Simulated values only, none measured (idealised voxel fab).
The following process module bears the name voxel wiring stack.
Square cells of 5 nm make up the cross-section cut, whose width is 220 nm.
Cross-section, as written here: a square-cell grid given band by band from the top down, where a band holds one or more rows of cells. Band: top height; bottom height; in nm. Then, left to right: material with width in nm, for each material. "everywhere": a single material spanning edge to edge. "air": empty space. Heights from 0 (as-received wafer is one material below). Bottom band endless downward, as "0 and below". You'd read "30 to 40" like this: the band's top row of cells is as wide as the first number, its bottom row is as wide as the second, and going down, every row changes width by the same amount as the row before did. No cell of the cross-section changed in a step that is given as "everything unchanged". Entry "Sealed internal cavities". Content: empty spaces with no open connection to the top, size 8 cells or greater. Each: width x height at distance. Distance: from left edge. Unit: nm. Note: text after step settings on the step line = simulator remark on that step. overlay nm: mask offset rightward from planned place, masked step; negative means leftward offset.

Steps planned for the process
step 1: RECEIVE [material Si]
step 2: CONFORMAL_DEP [material SiO2] [thk nm 10]
step 3: CONFORMAL_DEP [material SiN] [thk nm 5]
step 4: DIRECTIONAL_DEP [material lowk] [thk nm 20]
step 5: MASKED_ETCH [tone open] [mask id METAL_1] [width nm 30] [pitch nm 50] [etch materials lowk] [depth nm 20] [overlay nm 0]
step 6: MASKED_ETCH [tone open] [mask id METAL_1] [width nm 30] [pitch nm 50] [etch materials SiN] [depth nm 5] [overlay nm 0]
step 7: CONFORMAL_DEP [material TiN] [thk nm 5]
step 8: FILL_DEP [material Cu] [thk nm 10]
step 9: CMP [height nm 35]
step 10: EPI [material Ru] [thk nm 5]
step 11: FILL_DEP [material SiCN] [thk nm 5]
step 12: DIRECTIONAL_DEP [material lowk] [thk nm 20]
step 13: MASKED_ETCH [tone open] [mask id PLUG_1] [width nm 15] [etch materials lowk] [depth nm 20] [overlay nm 0]
step 14: MASKED_ETCH [tone open] [mask id PLUG_1] [width nm 15] [etch materials SiCN] [depth nm 5] [overlay nm 0]
step 15: EPI [material Ru] [thk nm 10]
step 16: EPI [material Ru] [thk nm 10]
step 17: EPI [material Ru] [thk nm 5]
step 18: CONFORMAL_DEP [material SiN] [thk nm 5]
step 19: DIRECTIONAL_DEP [material lowk] [thk nm 25]
step 20: MASKED_ETCH [tone open] [mask id METAL_2] [width nm 30] [pitch nm 50] [etch materials lowk] [depth nm 25] [overlay nm 0]
step 21: MASKED_ETCH [tone open] [mask id METAL_2] [width nm 30] [pitch nm 50] [etch materials SiN] [depth nm 5] [overlay nm 0]
step 22: CONFORMAL_DEP [material TiN] [thk nm 5]
step 23: FILL_DEP [material W] [thk nm 10]
step 24: CMP [height nm 95]
step 25: CONFORMAL_DEP [material SiCN] [thk nm 5]
step 26: DIRECTIONAL_DEP [material SiO2] [thk nm 15]
step 27: PATTERN [tone open] [mask id PLUG_2] [material resist] [width nm 15] [pitch nm 50] [thk nm 20] [overlay nm 0]
step 28: DIRECTIONAL_ETCH [etch materials SiO2] [depth nm 15]
step 29: DIRECTIONAL_ETCH [etch materials SiCN] [depth nm 5]
step 30: STRIP [etch materials resist]
step 31: EPI [material Ru] [thk nm 10]
step 32: EPI [material Ru] [thk nm 10]
step 33: CONFORMAL_DEP [material SiCN] [thk nm 5]
step 34: DIRECTIONAL_DEP [material SiO2] [thk nm 15]
step 35: MASKED_ETCH [tone open] [mask id METAL_3] [width nm 30] [pitch nm 50] [etch materials SiO2] [depth nm 15] [overlay nm 0]
step 36: MASKED_ETCH [tone open] [mask id METAL_3] [width nm 30] [pitch nm 50] [etch materials SiCN] [depth nm 5] [overlay nm 0]
step 37: CONFORMAL_DEP [material TiN] [thk nm 5]
step 38: FILL_DEP [material W] [thk nm 5]
step 39: CMP [height nm 135]
step 40: EPI [material Ru] [thk nm 5]
step 41: FILL_DEP [material SiCN] [thk nm 5]
step 42: DIRECTIONAL_DEP [material SiO2] [thk nm 10]
step 43: MASKED_ETCH [tone open] [mask id PLUG_3] [width nm 15] [pitch nm 50] [etch materials SiO2] [depth nm 10] [overlay nm 0]
step 44: MASKED_ETCH [tone open] [mask id PLUG_3] [width nm 15] [pitch nm 50] [etch materials SiCN] [depth nm 5] [overlay nm 0]
step 45: EPI [material Ru] [thk nm 10]
step 46: EPI [material Ru] [thk nm 5]
step 47: CONFORMAL_DEP [material SiCN] [thk nm 5]
step 48: DIRECTIONAL_DEP [material lowk] [thk nm 15]
step 49: MASKED_ETCH [tone open] [mask id METAL_4] [width nm 30] [pitch nm 50] [etch materials lowk] [depth nm 15] [overlay nm 0]
step 50: MASKED_ETCH [tone open] [mask id METAL_4] [width nm 30] [pitch nm 50] [etch materials SiCN] [depth nm 5] [overlay nm 0]
step 51: CONFORMAL_DEP [material TiN] [thk nm 5]
step 52: FILL_DEP [material W] [thk nm 10]
step 53: CMP [height nm 175]
step 54: CONFORMAL_DEP [material SiCN] [thk nm 5]

As received (post step 1): cross-section
  0 and below | Si everywhere
  Sealed internal cavities: none

Look at the cross-section after the module: the wafer started out the way shown above and the plan was the one shown above, yet one mistake was made along the way
  180 down to 175 | SiCN everywhere
  175 down to 160 | lowk=70  TiN=5  W=20  TiN=5  lowk=20  TiN=5  W=20  TiN=5  lowk=70
  160 down to 150 | SiCN=70 to 75  TiN=30 to 5  SiCN=20 to 45  TiN=30 to 5  SiCN=70 to 90
  150 down to 145 | SiCN=65  SiO2=40  SiCN=10  SiO2=40  SiCN=65
  145 down to 140 | SiO2 everywhere
  140 down to 135 | SiO2=65  Ru=40  SiO2=10  Ru=40  SiO2=65
  135 down to 120 | SiO2=70  TiN=5  W=20  TiN=5  SiO2=20  TiN=5  W=20  TiN=5  SiO2=70
  120 down to 115 | SiCN=70  TiN=30  SiCN=20  TiN=30  SiCN=70
  115 down to 100 | SiO2=70  Ru=15  SiO2=35  Ru=15  SiO2=85
  100 down to 95 | SiCN=70  Ru=15  SiCN=35  Ru=15  SiCN=85
  95 down to 70 | lowk=70  TiN=5  W=20  TiN=5  lowk=20  TiN=5  W=20  TiN=5  lowk=70
  70 down to 65 | SiN=70  TiN=30  SiN=20  TiN=30  SiN=70
  65 down to 45 | lowk=70  Ru=15  lowk=135
  45 down to 40 | SiCN=70  Ru=15  SiCN=135
  40 down to 35 | SiCN=65  Ru=40  SiCN=10  Ru=40  SiCN=65
  35 down to 15 | lowk=70  TiN=5  Cu=20  TiN=5  lowk=20  TiN=5  Cu=20  TiN=5  lowk=70
  15 down to 10 | SiN=70  TiN=30  SiN=20  TiN=30  SiN=70
  10 down to 0 | SiO2 everywhere
  0 and below | Si everywhere
  Sealed internal cavities: none
Heads up, the wafer didn't run the way we planned it: swap of plan steps 41 and 42 during execution
